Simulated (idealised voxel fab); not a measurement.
The name of this process module is voxel capacitor over wiring.
It is cross-section cut that appears here, measuring 140 nm in width, its square cells being 5 nm in size.
Cross-section layout: square cells on a grid; listed as bands, top to bottom; a band spans one or more cell rows.
Top height, bottom height, nm. Materials left to right, width each, nm. Single material + "all across" = fills band edge to edge. "air" = empty.
Heights are reckoned from 0. Under this level, the received wafer is all of one material. The bottommost band is open-ended downward, for example "top 0, no bottom".
You'd read "30..40" like this: the band's top row of cells is as wide as the first number, its bottom row is as wide as the second, and going down, every row changes width by the same amount as the row before did.
"nothing got changed" for a step: no cell of the cross-section changed in that step.
The label "Entrapped void list" introduces a list of the empty spaces, 8 cells or larger, that have no open way up to the top; each entry in it reads width x height at distance, where the distance is taken from the left edge and all three are stated in nm.
after a step's settings: what the simulator itself notes on the step
You can add "overlay nm" to a step's line. For a step with a mask, it describes how far the mask lay to the right of its planned position, and a negative number describes a lay to the left.

## Process steps foreseen in the plan
1,RECEIVE, material Si
2,CONFORMAL_DEP, material SiO2, thk nm 10
3,DIRECTIONAL_DEP, material TiN, thk nm 5
4,DIRECTIONAL_DEP, material Ru, thk nm 15
5,MASKED_ETCH, tone cover, mask id METAL_1, width nm 20, pitch nm 80, etch materials Ru, depth nm 15, overlay nm 0
6,MASKED_ETCH, tone cover, mask id METAL_1, width nm 20, pitch nm 80, etch materials TiN, depth nm 5, overlay nm 0
7,CONFORMAL_DEP, material SiCN, thk nm 5
8,FILL_DEP, material SiO2, thk nm 10
9,CMP, height nm 30
10,CONFORMAL_DEP, material SiCN, thk nm 5
11,DIRECTIONAL_DEP, material lowk, thk nm 15
12,MASKED_ETCH, tone open, mask id PLUG_1, width nm 15, etch materials lowk, depth nm 15, overlay nm 0
13,MASKED_ETCH, tone open, mask id PLUG_1, width nm 15, etch materials SiCN, depth nm 5, overlay nm 0
14,EPI, material Ru, thk nm 10
15,EPI, material Ru, thk nm 10
16,DIRECTIONAL_DEP, material TiN, thk nm 10
17,DIRECTIONAL_DEP, material SiN, thk nm 5
18,DIRECTIONAL_DEP, material TiN, thk nm 5
19,PATTERN, tone cover, mask id UPPER_PLATE, material resist, width nm 65, thk nm 15, overlay nm 0
20,DIRECTIONAL_ETCH, etch materials TiN, depth nm 5
21,DIRECTIONAL_ETCH, etch materials SiN, depth nm 5
22,STRIP, etch materials resist
23,DIRECTIONAL_DEP, material aC, thk nm 15
24,PATTERN, tone cover, mask id LOWER_PLATE, material resist, width nm 75, thk nm 30, overlay nm 0
25,DIRECTIONAL_ETCH, etch materials aC, depth nm 15
26,STRIP, etch materials resist
27,DIRECTIONAL_ETCH, etch materials TiN, depth nm 10
28,STRIP, etch materials aC
29,FILL_DEP, material SiO2, thk nm 15
30,CMP, height nm 80
31,PATTERN, tone open, mask id PLUG_2, material resist, width nm 15, thk nm 15, overlay nm 0
32,DIRECTIONAL_ETCH, etch materials SiO2, depth nm 10
33,STRIP, etch materials resist
34,CONFORMAL_DEP, material TiN, thk nm 5
35,FILL_DEP, material W, thk nm 5
36,CMP, height nm 80
37,CONFORMAL_DEP, material SiN, thk nm 5

## first wafer, as planned

## Cross-sectional view of the wafer in its as-received condition, corresponding to the state after step 1
    top 0, no bottom: Si all across
    Entrapped void list: none

## So this is the wafer cross-section right after step 2
    top 10, bottom 0: SiO2 all across
    Beneath the level 0, the cross-section is identical to its previous state.

## So this is the wafer cross-section right after step 3
    top 15, bottom 10: TiN all across
    Beneath the level 10, the cross-section is identical to its previous state.

## So this is the wafer cross-section right after step 4
    top 30, bottom 15: Ru all across
    Beneath the level 15, the cross-section is identical to its previous state.

## So this is the wafer cross-section right after step 5
    top 30, bottom 15: air=20 / Ru=20 / air=60 / Ru=20 / air=20
    Beneath the level 15, the cross-section is identical to its previous state.

## So this is the wafer cross-section right after step 6
    top 30, bottom 15: air=20 / Ru=20 / air=60 / Ru=20 / air=20
    top 15, bottom 10: air=20 / TiN=20 / air=60 / TiN=20 / air=20
    Beneath the level 10, the cross-section is identical to its previous state.

## So this is the wafer cross-section right after step 7
    top 35, bottom 30: air=15 / SiCN=30 / air=50 / SiCN=30 / air=15
    top 30, bottom 15: air=15 / SiCN=5 / Ru=20 / SiCN=5 / air=50 / SiCN=5 / Ru=20 / SiCN=5 / air=15
    top 15, bottom 10: SiCN=20 / TiN=20 / SiCN=60 / TiN=20 / SiCN=20
    Beneath the level 10, the cross-section is identical to its previous state.

## So this is the wafer cross-section right after step 8
    top 45, bottom 35: SiO2 all across
    top 35, bottom 30: SiO2=15 / SiCN=30 / SiO2=50 / SiCN=30 / SiO2=15
    top 30, bottom 15: SiO2=15 / SiCN=5 / Ru=20 / SiCN=5 / SiO2=50 / SiCN=5 / Ru=20 / SiCN=5 / SiO2=15
    Beneath the level 15, the cross-section is identical to its previous state.

## So this is the wafer cross-section right after step 9
    top 30, bottom 15: SiO2=15 / SiCN=5 / Ru=20 / SiCN=5 / SiO2=50 / SiCN=5 / Ru=20 / SiCN=5 / SiO2=15
    Beneath the level 15, the cross-section is identical to its previous state.

## So this is the wafer cross-section right after step 10
    top 35, bottom 30: SiCN all across
    Beneath the level 30, the cross-section is identical to its previous state.

## So this is the wafer cross-section right after step 11
    top 50, bottom 35: lowk all across
    Beneath the level 35, the cross-section is identical to its previous state.

## So this is the wafer cross-section right after step 12
    top 50, bottom 35: lowk=25 / air=15 / lowk=100
    Beneath the level 35, the cross-section is identical to its previous state.

## So this is the wafer cross-section right after step 13
    top 50, bottom 35: lowk=25 / air=15 / lowk=100
    top 35, bottom 30: SiCN=25 / air=15 / SiCN=100
    Beneath the level 30, the cross-section is identical to its previous state.

## So this is the wafer cross-section right after step 14
    top 50, bottom 40: lowk=25 / air=15 / lowk=100
    top 40, bottom 35: lowk=25 / Ru=15 / lowk=100
    top 35, bottom 30: SiCN=25 / Ru=15 / SiCN=100
    Beneath the level 30, the cross-section is identical to its previous state.

## So this is the wafer cross-section right after step 15
    top 50, bottom 35: lowk=25 / Ru=15 / lowk=100
    Beneath the level 35, the cross-section is identical to its previous state.

## So this is the wafer cross-section right after step 16
    top 60, bottom 50: TiN all across
    Beneath the level 50, the cross-section is identical to its previous state.

## So this is the wafer cross-section right after step 17
    top 65, bottom 60: SiN all across
    Beneath the level 60, the cross-section is identical to its previous state.

## So this is the wafer cross-section right after step 18
    top 70, bottom 65: TiN all across
    Beneath the level 65, the cross-section is identical to its previous state.

## So this is the wafer cross-section right after step 19
    top 85, bottom 70: air=25 / resist=65 / air=50
    Beneath the level 70, the cross-section is identical to its previous state.

## So this is the wafer cross-section right after step 20
    top 85, bottom 70: air=25 / resist=65 / air=50
    top 70, bottom 65: air=25 / TiN=65 / air=50
    Beneath the level 65, the cross-section is identical to its previous state.

## So this is the wafer cross-section right after step 21
    top 85, bottom 70: air=25 / resist=65 / air=50
    top 70, bottom 65: air=25 / TiN=65 / air=50
    top 65, bottom 60: air=25 / SiN=65 / air=50
    Beneath the level 60, the cross-section is identical to its previous state.

## So this is the wafer cross-section right after step 22
    top 70, bottom 65: air=25 / TiN=65 / air=50
    Beneath the level 65, the cross-section is identical to its previous state.

## So this is the wafer cross-section right after step 23
    top 85, bottom 75: air=25 / aC=65 / air=50
    top 75, bottom 70: aC all across
    top 70, bottom 65: aC=25 / TiN=65 / aC=50
    top 65, bottom 60: aC=25 / SiN=65 / aC=50
    Beneath the level 60, the cross-section is identical to its previous state.

## So this is the wafer cross-section right after step 24
    top 115, bottom 85: air=20 / resist=75 / air=45
    top 85, bottom 75: air=20 / resist=5 / aC=65 / resist=5 / air=45
    Beneath the level 75, the cross-section is identical to its previous state.

## So this is the wafer cross-section right after step 25
    top 100, bottom 85: air=20 / resist=75 / air=45
    top 85, bottom 75: air=20 / resist=5 / aC=65 / resist=5 / air=45
    top 75, bottom 70: air=20 / aC=75 / air=45
    top 70, bottom 65: air=20 / aC=5 / TiN=65 / aC=5 / air=45
    top 65, bottom 60: air=20 / aC=5 / SiN=65 / aC=5 / air=45
    Beneath the level 60, the cross-section is identical to its previous state.

## So this is the wafer cross-section right after step 26
    top 85, bottom 75: air=25 / aC=65 / air=50
    Beneath the level 75, the cross-section is identical to its previous state.

## So this is the wafer cross-section right after step 27
    top 85, bottom 75: air=25 / aC=65 / air=50
    top 75, bottom 70: air=20 / aC=75 / air=45
    top 70, bottom 65: air=20 / aC=5 / TiN=65 / aC=5 / air=45
    top 65, bottom 60: air=20 / aC=5 / SiN=65 / aC=5 / air=45
    top 60, bottom 50: air=20 / TiN=75 / air=45
    Beneath the level 50, the cross-section is identical to its previous state.

## So this is the wafer cross-section right after step 28
    top 70, bottom 65: air=25 / TiN=65 / air=50
    top 65, bottom 60: air=25 / SiN=65 / air=50
    Beneath the level 60, the cross-section is identical to its previous state.

## So this is the wafer cross-section right after step 29
    top 85, bottom 70: SiO2 all across
    top 70, bottom 65: SiO2=25 / TiN=65 / SiO2=50
    top 65, bottom 60: SiO2=25 / SiN=65 / SiO2=50
    top 60, bottom 50: SiO2=20 / TiN=75 / SiO2=45
    Beneath the level 50, the cross-section is identical to its previous state.

## So this is the wafer cross-section right after step 30
    top 80, bottom 70: SiO2 all across
    Beneath the level 70, the cross-section is identical to its previous state.

## So this is the wafer cross-section right after step 31
    top 95, bottom 80: resist=35 / air=15 / resist=90
    Beneath the level 80, the cross-section is identical to its previous state.

## So this is the wafer cross-section right after step 32
    top 95, bottom 80: resist=35 / air=15 / resist=90
    top 80, bottom 70: SiO2=35 / air=15 / SiO2=90
    Beneath the level 70, the cross-section is identical to its previous state.

## So this is the wafer cross-section right after step 33
    top 80, bottom 70: SiO2=35 / air=15 / SiO2=90
    Beneath the level 70, the cross-section is identical to its previous state.

## So this is the wafer cross-section right after step 34
    top 85, bottom 80: TiN=40 / air=5 / TiN=95
    top 80, bottom 75: SiO2=35 / TiN=5 / air=5 / TiN=5 / SiO2=90
    top 75, bottom 65: SiO2=35..25 / TiN=15..65 / SiO2=90..50
    Beneath the level 65, the cross-section is identical to its previous state.

## So this is the wafer cross-section right after step 35
    top 90, bottom 85: W all across
    top 85, bottom 80: TiN=40 / W=5 / TiN=95
    top 80, bottom 75: SiO2=35 / TiN=5 / W=5 / TiN=5 / SiO2=90
    Beneath the level 75, the cross-section is identical to its previous state.

## So this is the wafer cross-section right after step 36
    top 80, bottom 75: SiO2=35 / TiN=5 / W=5 / TiN=5 / SiO2=90
    Beneath the level 75, the cross-section is identical to its previous state.

## So this is the wafer cross-section right after step 37
    top 85, bottom 80: SiN all across
    Beneath the level 80, the cross-section is identical to its previous state.

## Here the second wafer is described. Its start and its plan were those of the first wafer. Its run contained one mistake. Up to and including step 10, it did exactly what the first wafer did

## when step 11 should have ended
    top 65, bottom 35: lowk all across
    Beneath the level 35, the cross-section is identical to its previous state.

## when step 12 should have ended
    top 65, bottom 50: lowk=25 / air=15 / lowk=100
    Beneath the level 50, the cross-section is identical to its previous state.

when step 13 should have ended: nothing got changed

when step 14 should have ended: nothing got changed

when step 15 should have ended: nothing got changed

## when step 16 should have ended
    top 75, bottom 65: TiN=25 / air=15 / TiN=100
    top 65, bottom 60: lowk=25 / air=15 / lowk=100
    top 60, bottom 50: lowk=25 / TiN=15 / lowk=100
    Beneath the level 50, the cross-section is identical to its previous state.

## when step 17 should have ended
    top 80, bottom 75: SiN=25 / air=15 / SiN=100
    top 75, bottom 65: TiN=25 / air=15 / TiN=100
    top 65, bottom 60: lowk=25 / SiN=15 / lowk=100
    Beneath the level 60, the cross-section is identical to its previous state.

## when step 18 should have ended
    top 85, bottom 80: TiN=25 / air=15 / TiN=100
    top 80, bottom 75: SiN=25 / air=15 / SiN=100
    top 75, bottom 70: TiN=25 / air=15 / TiN=100
    top 70, bottom 65: TiN all across
    Beneath the level 65, the cross-section is identical to its previous state.

## when step 19 should have ended
    top 100, bottom 85: air=25 / resist=65 / air=50
    top 85, bottom 80: TiN=25 / resist=15 / TiN=100
    top 80, bottom 75: SiN=25 / resist=15 / SiN=100
    top 75, bottom 70: TiN=25 / resist=15 / TiN=100
    Beneath the level 70, the cross-section is identical to its previous state.

## when step 20 should have ended
    top 100, bottom 85: air=25 / resist=65 / air=50
    top 85, bottom 80: air=25 / resist=15 / TiN=50 / air=50
    Beneath the level 80, the cross-section is identical to its previous state.

## when step 21 should have ended
    top 100, bottom 85: air=25 / resist=65 / air=50
    top 85, bottom 80: air=25 / resist=15 / TiN=50 / air=50
    top 80, bottom 75: air=25 / resist=15 / SiN=50 / air=50
    Beneath the level 75, the cross-section is identical to its previous state.

## when step 22 should have ended
    top 85, bottom 80: air=40 / TiN=50 / air=50
    top 80, bottom 75: air=40 / SiN=50 / air=50
    top 75, bottom 70: TiN=25 / air=15 / TiN=100
    Beneath the level 70, the cross-section is identical to its previous state.

## when step 23 should have ended
    top 100, bottom 90: air=40 / aC=50 / air=50
    top 90, bottom 85: aC=25 / air=15 / aC=100
    top 85, bottom 80: aC=40 / TiN=50 / aC=50
    top 80, bottom 75: aC=40 / SiN=50 / aC=50
    top 75, bottom 70: TiN=25 / aC=15 / TiN=100
    Beneath the level 70, the cross-section is identical to its previous state.

## when step 24 should have ended
    top 130, bottom 100: air=20 / resist=75 / air=45
    top 100, bottom 90: air=20 / resist=20 / aC=50 / resist=5 / air=45
    top 90, bottom 85: aC=25 / resist=15 / aC=100
    Beneath the level 85, the cross-section is identical to its previous state.

## when step 25 should have ended
    top 115, bottom 100: air=20 / resist=75 / air=45
    top 100, bottom 90: air=20 / resist=20 / aC=50 / resist=5 / air=45
    top 90, bottom 85: air=20 / aC=5 / resist=15 / aC=55 / air=45
    top 85, bottom 80: air=20 / aC=20 / TiN=50 / aC=5 / air=45
    top 80, bottom 75: air=20 / aC=20 / SiN=50 / aC=5 / air=45
    Beneath the level 75, the cross-section is identical to its previous state.

## when step 26 should have ended
    top 100, bottom 90: air=40 / aC=50 / air=50
    top 90, bottom 85: air=20 / aC=5 / air=15 / aC=55 / air=45
    Beneath the level 85, the cross-section is identical to its previous state.

## when step 27 should have ended
    top 100, bottom 90: air=40 / aC=50 / air=50
    top 90, bottom 85: air=20 / aC=5 / air=15 / aC=55 / air=45
    top 85, bottom 80: air=20 / aC=20 / TiN=50 / aC=5 / air=45
    top 80, bottom 75: air=20 / aC=20 / SiN=50 / aC=5 / air=45
    top 75, bottom 70: air=20 / TiN=5 / aC=15 / TiN=55 / air=45
    top 70, bottom 65: air=20 / TiN=75 / air=45
    Beneath the level 65, the cross-section is identical to its previous state.

## when step 28 should have ended
    top 85, bottom 80: air=40 / TiN=50 / air=50
    top 80, bottom 75: air=40 / SiN=50 / air=50
    top 75, bottom 70: air=20 / TiN=5 / air=15 / TiN=55 / air=45
    Beneath the level 70, the cross-section is identical to its previous state.

## when step 29 should have ended
    top 100, bottom 85: SiO2 all across
    top 85, bottom 80: SiO2=40 / TiN=50 / SiO2=50
    top 80, bottom 75: SiO2=40 / SiN=50 / SiO2=50
    top 75, bottom 70: SiO2=20 / TiN=5 / SiO2=15 / TiN=55 / SiO2=45
    top 70, bottom 65: SiO2=20 / TiN=75 / SiO2=45
    Beneath the level 65, the cross-section is identical to its previous state.

## when step 30 should have ended
    top 80, bottom 75: SiO2=40 / SiN=50 / SiO2=50
    Beneath the level 75, the cross-section is identical to its previous state.

## when step 31 should have ended
    top 95, bottom 80: resist=35 / air=15 / resist=90
    Beneath the level 80, the cross-section is identical to its previous state.

## when step 32 should have ended
    top 95, bottom 80: resist=35 / air=15 / resist=90
    top 80, bottom 75: SiO2=35 / air=5 / SiN=50 / SiO2=50
    top 75, bottom 70: SiO2=20 / TiN=5 / SiO2=10 / air=5 / TiN=55 / SiO2=45
    Beneath the level 70, the cross-section is identical to its previous state.

## when step 33 should have ended
    top 80, bottom 75: SiO2=35 / air=5 / SiN=50 / SiO2=50
    Beneath the level 75, the cross-section is identical to its previous state.

## when step 34 should have ended
    top 85, bottom 80: TiN all across
    top 80, bottom 75: SiO2=35 / TiN=5 / SiN=50 / SiO2=50
    top 75, bottom 70: SiO2=20 / TiN=5 / SiO2=10 / TiN=60 / SiO2=45
    Beneath the level 70, the cross-section is identical to its previous state.

## when step 35 should have ended
    top 90, bottom 85: W all across
    Beneath the level 85, the cross-section is identical to its previous state.

## when step 36 should have ended
    top 80, bottom 75: SiO2=35 / TiN=5 / SiN=50 / SiO2=50
    Beneath the level 75, the cross-section is identical to its previous state.

## when step 37 should have ended
    top 85, bottom 80: SiN all across
    Beneath the level 80, the cross-section is identical to its previous state.
So what did we get wrong on this run? it should be noted that step 11 of the plan was executed twice
End check, counted in cells, second wafer has more or fewer of these materials than the first: Ru: 12 fewer, SiCN: 3 more, SiO2: 61 fewer, TiN: 13 fewer, W: 1 fewer, lowk: 84 more
